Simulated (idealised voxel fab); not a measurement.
process module | voxel capacitor over wiring
cross-section cut | 240 nm wide | cells 5 nm
A cross-section is a grid of square cells, given in bands from the top down. A band is one or more rows of cells.
Each band's line starts with the height of the band's top and of its bottom, in nm. Then come its materials from left to right, each with its width in nm. One material with "throughout" fills the band from edge to edge. "air" is empty space.
Height 0 is the level under which the wafer as received is all one material. The lowest band goes on downwards, as in "0 down".
A width such as "30 to 40" changes by the same amount from each row of cells to the next, from the band's top row to its bottom row.
"no change" after a step means that no cell of the cross-section changed.
closed voids: empty space of 8 cells or more with no open way to the top, each as width x height at its distance from the left edge, in nm
after a step's settings: what the simulator itself notes on the step
overlay nm, on a step with a mask: how far to the right of its planned place the mask lay; to the left if negative
plan
1 op RECEIVE | material Si
2 op CONFORMAL_DEP | material SiO2 | thk nm 15
3 op DIRECTIONAL_DEP | material TiN | thk nm 5
4 op DIRECTIONAL_DEP | material Ru | thk nm 25
5 op DIRECTIONAL_DEP | material aC | thk nm 15
6 op PATTERN | tone cover | mask id METAL_1 | material resist | width nm 20 | pitch nm 75 | thk nm 35 | overlay nm 0
7 op DIRECTIONAL_ETCH | etch materials aC | depth nm 15
8 op STRIP | etch materials resist
9 op DIRECTIONAL_ETCH | etch materials Ru | depth nm 25
10 op DIRECTIONAL_ETCH | etch materials TiN | depth nm 5
11 op STRIP | etch materials aC
12 op CONFORMAL_DEP | material SiCN | thk nm 5
13 op FILL_DEP | material lowk | thk nm 5
14 op CMP | height nm 45
15 op CONFORMAL_DEP | material SiCN | thk nm 5
16 op DIRECTIONAL_DEP | material SiO2 | thk nm 15
17 op PATTERN | tone open | mask id PLUG_1 | material resist | width nm 15 | thk nm 20 | overlay nm 0
18 op DIRECTIONAL_ETCH | etch materials SiO2 | depth nm 15
19 op DIRECTIONAL_ETCH | etch materials SiCN | depth nm 5
20 op STRIP | etch materials resist
21 op CONFORMAL_DEP | material TiN | thk nm 5
22 op FILL_DEP | material Ru | thk nm 5
23 op CMP | height nm 65
24 op DIRECTIONAL_DEP | material TiN | thk nm 10
25 op DIRECTIONAL_DEP | material HfO2 | thk nm 5
26 op DIRECTIONAL_DEP | material TiN | thk nm 5
27 op MASKED_ETCH | tone cover | mask id UPPER_PLATE | width nm 60 | etch materials TiN | depth nm 5 | overlay nm 0
28 op MASKED_ETCH | tone cover | mask id UPPER_PLATE | width nm 60 | etch materials HfO2 | depth nm 5 | overlay nm 0
29 op PATTERN | tone cover | mask id LOWER_PLATE | material resist | width nm 70 | thk nm 15 | overlay nm 0
30 op DIRECTIONAL_ETCH | etch materials TiN | depth nm 10
31 op STRIP | etch materials resist
32 op FILL_DEP | material SiO2 | thk nm 20
33 op CMP | height nm 100
34 op DIRECTIONAL_DEP | material aC | thk nm 10
35 op PATTERN | tone open | mask id PLUG_2 | material resist | width nm 15 | thk nm 30 | overlay nm 0
36 op DIRECTIONAL_ETCH | etch materials aC | depth nm 10
37 op STRIP | etch materials resist
38 op DIRECTIONAL_ETCH | etch materials SiO2 | depth nm 15
39 op STRIP | etch materials aC
40 op CONFORMAL_DEP | material TiN | thk nm 5
41 op FILL_DEP | material W | thk nm 5
42 op CMP | height nm 100
43 op CONFORMAL_DEP | material SiCN | thk nm 5
first wafer, as planned
as received, after step 1
  0 down: Si throughout
  closed voids: none
after step 2
  15 to 0: SiO2 throughout
  below 0: unchanged
after step 3
  20 to 15: TiN throughout
  below 15: unchanged
after step 4
  45 to 20: Ru throughout
  below 20: unchanged
after step 5
  60 to 45: aC throughout
  below 45: unchanged
after step 6
  95 to 60: air 70 | resist 20 | air 55 | resist 20 | air 75
  below 60: unchanged
after step 7
  80 to 60: air 70 | resist 20 | air 55 | resist 20 | air 75
  60 to 45: air 70 | aC 20 | air 55 | aC 20 | air 75
  below 45: unchanged
after step 8
  60 to 45: air 70 | aC 20 | air 55 | aC 20 | air 75
  below 45: unchanged
after step 9
  60 to 45: air 70 | aC 20 | air 55 | aC 20 | air 75
  45 to 20: air 70 | Ru 20 | air 55 | Ru 20 | air 75
  below 20: unchanged
after step 10
  60 to 45: air 70 | aC 20 | air 55 | aC 20 | air 75
  45 to 20: air 70 | Ru 20 | air 55 | Ru 20 | air 75
  20 to 15: air 70 | TiN 20 | air 55 | TiN 20 | air 75
  below 15: unchanged
after step 11
  45 to 20: air 70 | Ru 20 | air 55 | Ru 20 | air 75
  below 20: unchanged
after step 12
  50 to 45: air 65 | SiCN 30 | air 45 | SiCN 30 | air 70
  45 to 20: air 65 | SiCN 5 | Ru 20 | SiCN 5 | air 45 | SiCN 5 | Ru 20 | SiCN 5 | air 70
  20 to 15: SiCN 70 | TiN 20 | SiCN 55 | TiN 20 | SiCN 75
  below 15: unchanged
after step 13
  55 to 50: lowk throughout
  50 to 45: lowk 65 | SiCN 30 | lowk 45 | SiCN 30 | lowk 70
  45 to 20: lowk 65 | SiCN 5 | Ru 20 | SiCN 5 | lowk 45 | SiCN 5 | Ru 20 | SiCN 5 | lowk 70
  below 20: unchanged
after step 14
  45 to 20: lowk 65 | SiCN 5 | Ru 20 | SiCN 5 | lowk 45 | SiCN 5 | Ru 20 | SiCN 5 | lowk 70
  below 20: unchanged
after step 15
  50 to 45: SiCN throughout
  below 45: unchanged
after step 16
  65 to 50: SiO2 throughout
  below 50: unchanged
after step 17
  85 to 65: resist 75 | air 15 | resist 150
  below 65: unchanged
after step 18
  85 to 65: resist 75 | air 15 | resist 150
  65 to 50: SiO2 75 | air 15 | SiO2 150
  below 50: unchanged
after step 19
  85 to 65: resist 75 | air 15 | resist 150
  65 to 50: SiO2 75 | air 15 | SiO2 150
  50 to 45: SiCN 75 | air 15 | SiCN 150
  below 45: unchanged
after step 20
  65 to 50: SiO2 75 | air 15 | SiO2 150
  below 50: unchanged
after step 21
  70 to 65: TiN 80 | air 5 | TiN 155
  65 to 50: SiO2 75 | TiN 5 | air 5 | TiN 5 | SiO2 150
  50 to 45: SiCN 75 | TiN 15 | SiCN 150
  below 45: unchanged
after step 22
  75 to 70: Ru throughout
  70 to 65: TiN 80 | Ru 5 | TiN 155
  65 to 50: SiO2 75 | TiN 5 | Ru 5 | TiN 5 | SiO2 150
  below 50: unchanged
after step 23
  65 to 50: SiO2 75 | TiN 5 | Ru 5 | TiN 5 | SiO2 150
  below 50: unchanged
after step 24
  75 to 65: TiN throughout
  below 65: unchanged
after step 25
  80 to 75: HfO2 throughout
  below 75: unchanged
after step 26
  85 to 80: TiN throughout
  below 80: unchanged
after step 27
  85 to 80: air 75 | TiN 60 | air 105
  below 80: unchanged
after step 28
  85 to 80: air 75 | TiN 60 | air 105
  80 to 75: air 75 | HfO2 60 | air 105
  below 75: unchanged
after step 29
  100 to 85: air 70 | resist 70 | air 100
  85 to 80: air 70 | resist 5 | TiN 60 | resist 5 | air 100
  80 to 75: air 70 | resist 5 | HfO2 60 | resist 5 | air 100
  below 75: unchanged
after step 30
  100 to 85: air 70 | resist 70 | air 100
  85 to 80: air 70 | resist 5 | TiN 60 | resist 5 | air 100
  80 to 75: air 70 | resist 5 | HfO2 60 | resist 5 | air 100
  75 to 65: air 70 | TiN 70 | air 100
  below 65: unchanged
after step 31
  85 to 80: air 75 | TiN 60 | air 105
  80 to 75: air 75 | HfO2 60 | air 105
  below 75: unchanged
after step 32
  105 to 85: SiO2 throughout
  85 to 80: SiO2 75 | TiN 60 | SiO2 105
  80 to 75: SiO2 75 | HfO2 60 | SiO2 105
  75 to 65: SiO2 70 | TiN 70 | SiO2 100
  below 65: unchanged
after step 33
  100 to 85: SiO2 throughout
  below 85: unchanged
after step 34
  110 to 100: aC throughout
  below 100: unchanged
after step 35
  140 to 110: resist 85 | air 15 | resist 140
  below 110: unchanged
after step 36
  130 to 110: resist 85 | air 15 | resist 140
  110 to 100: aC 85 | air 15 | aC 140
  below 100: unchanged
after step 37
  110 to 100: aC 85 | air 15 | aC 140
  below 100: unchanged
after step 38
  110 to 100: aC 85 | air 15 | aC 140
  100 to 85: SiO2 85 | air 15 | SiO2 140
  below 85: unchanged
after step 39
  100 to 85: SiO2 85 | air 15 | SiO2 140
  below 85: unchanged
after step 40
  105 to 100: TiN 90 | air 5 | TiN 145
  100 to 90: SiO2 85 | TiN 5 | air 5 | TiN 5 | SiO2 140
  90 to 80: SiO2 85 to 75 | TiN 15 to 60 | SiO2 140 to 105
  below 80: unchanged
after step 41
  110 to 105: W throughout
  105 to 100: TiN 90 | W 5 | TiN 145
  100 to 90: SiO2 85 | TiN 5 | W 5 | TiN 5 | SiO2 140
  below 90: unchanged
after step 42
  100 to 90: SiO2 85 | TiN 5 | W 5 | TiN 5 | SiO2 140
  below 90: unchanged
after step 43
  105 to 100: SiCN throughout
  below 100: unchanged
second wafer: like start, like plan, one mistake. Through step 16 it matches the first wafer
when step 17 should have ended
  85 to 65: air 75 | resist 15 | air 150
  below 65: unchanged
when step 18 should have ended
  85 to 65: air 75 | resist 15 | air 150
  65 to 50: air 75 | SiO2 15 | air 150
  below 50: unchanged
when step 19 should have ended
  85 to 65: air 75 | resist 15 | air 150
  65 to 50: air 75 | SiO2 15 | air 150
  50 to 45: air 75 | SiCN 15 | air 150
  below 45: unchanged
when step 20 should have ended
  65 to 50: air 75 | SiO2 15 | air 150
  below 50: unchanged
when step 21 should have ended
  70 to 65: air 70 | TiN 25 | air 145
  65 to 50: air 70 | TiN 5 | SiO2 15 | TiN 5 | air 145
  50 to 45: TiN 75 | SiCN 15 | TiN 150
  below 45: unchanged
when step 22 should have ended
  75 to 70: Ru throughout
  70 to 65: Ru 70 | TiN 25 | Ru 145
  65 to 50: Ru 70 | TiN 5 | SiO2 15 | TiN 5 | Ru 145
  below 50: unchanged
when step 23 should have ended
  65 to 50: Ru 70 | TiN 5 | SiO2 15 | TiN 5 | Ru 145
  below 50: unchanged
when step 24 should have ended
  75 to 65: TiN throughout
  below 65: unchanged
when step 25 should have ended
  80 to 75: HfO2 throughout
  below 75: unchanged
when step 26 should have ended
  85 to 80: TiN throughout
  below 80: unchanged
when step 27 should have ended
  85 to 80: air 75 | TiN 60 | air 105
  below 80: unchanged
when step 28 should have ended
  85 to 80: air 75 | TiN 60 | air 105
  80 to 75: air 75 | HfO2 60 | air 105
  below 75: unchanged
when step 29 should have ended
  100 to 85: air 70 | resist 70 | air 100
  85 to 80: air 70 | resist 5 | TiN 60 | resist 5 | air 100
  80 to 75: air 70 | resist 5 | HfO2 60 | resist 5 | air 100
  below 75: unchanged
when step 30 should have ended
  100 to 85: air 70 | resist 70 | air 100
  85 to 80: air 70 | resist 5 | TiN 60 | resist 5 | air 100
  80 to 75: air 70 | resist 5 | HfO2 60 | resist 5 | air 100
  75 to 65: air 70 | TiN 70 | air 100
  below 65: unchanged
when step 31 should have ended
  85 to 80: air 75 | TiN 60 | air 105
  80 to 75: air 75 | HfO2 60 | air 105
  below 75: unchanged
when step 32 should have ended
  105 to 85: SiO2 throughout
  85 to 80: SiO2 75 | TiN 60 | SiO2 105
  80 to 75: SiO2 75 | HfO2 60 | SiO2 105
  75 to 65: SiO2 70 | TiN 70 | SiO2 100
  below 65: unchanged
when step 33 should have ended
  100 to 85: SiO2 throughout
  below 85: unchanged
when step 34 should have ended
  110 to 100: aC throughout
  below 100: unchanged
when step 35 should have ended
  140 to 110: resist 85 | air 15 | resist 140
  below 110: unchanged
when step 36 should have ended
  130 to 110: resist 85 | air 15 | resist 140
  110 to 100: aC 85 | air 15 | aC 140
  below 100: unchanged
when step 37 should have ended
  110 to 100: aC 85 | air 15 | aC 140
  below 100: unchanged
when step 38 should have ended
  110 to 100: aC 85 | air 15 | aC 140
  100 to 85: SiO2 85 | air 15 | SiO2 140
  below 85: unchanged
when step 39 should have ended
  100 to 85: SiO2 85 | air 15 | SiO2 140
  below 85: unchanged
when step 40 should have ended
  105 to 100: TiN 90 | air 5 | TiN 145
  100 to 90: SiO2 85 | TiN 5 | air 5 | TiN 5 | SiO2 140
  90 to 80: SiO2 85 to 75 | TiN 15 to 60 | SiO2 140 to 105
  below 80: unchanged
when step 41 should have ended
  110 to 105: W throughout
  105 to 100: TiN 90 | W 5 | TiN 145
  100 to 90: SiO2 85 | TiN 5 | W 5 | TiN 5 | SiO2 140
  below 90: unchanged
when step 42 should have ended
  100 to 90: SiO2 85 | TiN 5 | W 5 | TiN 5 | SiO2 140
  below 90: unchanged
when step 43 should have ended
  105 to 100: SiCN throughout
  below 100: unchanged
what went wrong: step 17 ran as: op PATTERN | tone cover | mask id PLUG_1 | material resist | width nm 15 | thk nm 20 | overlay nm 0
at the end the second wafer has, in cells: 126 more of Ru | 42 fewer of SiCN | 126 fewer of SiO2 | 42 more of TiN
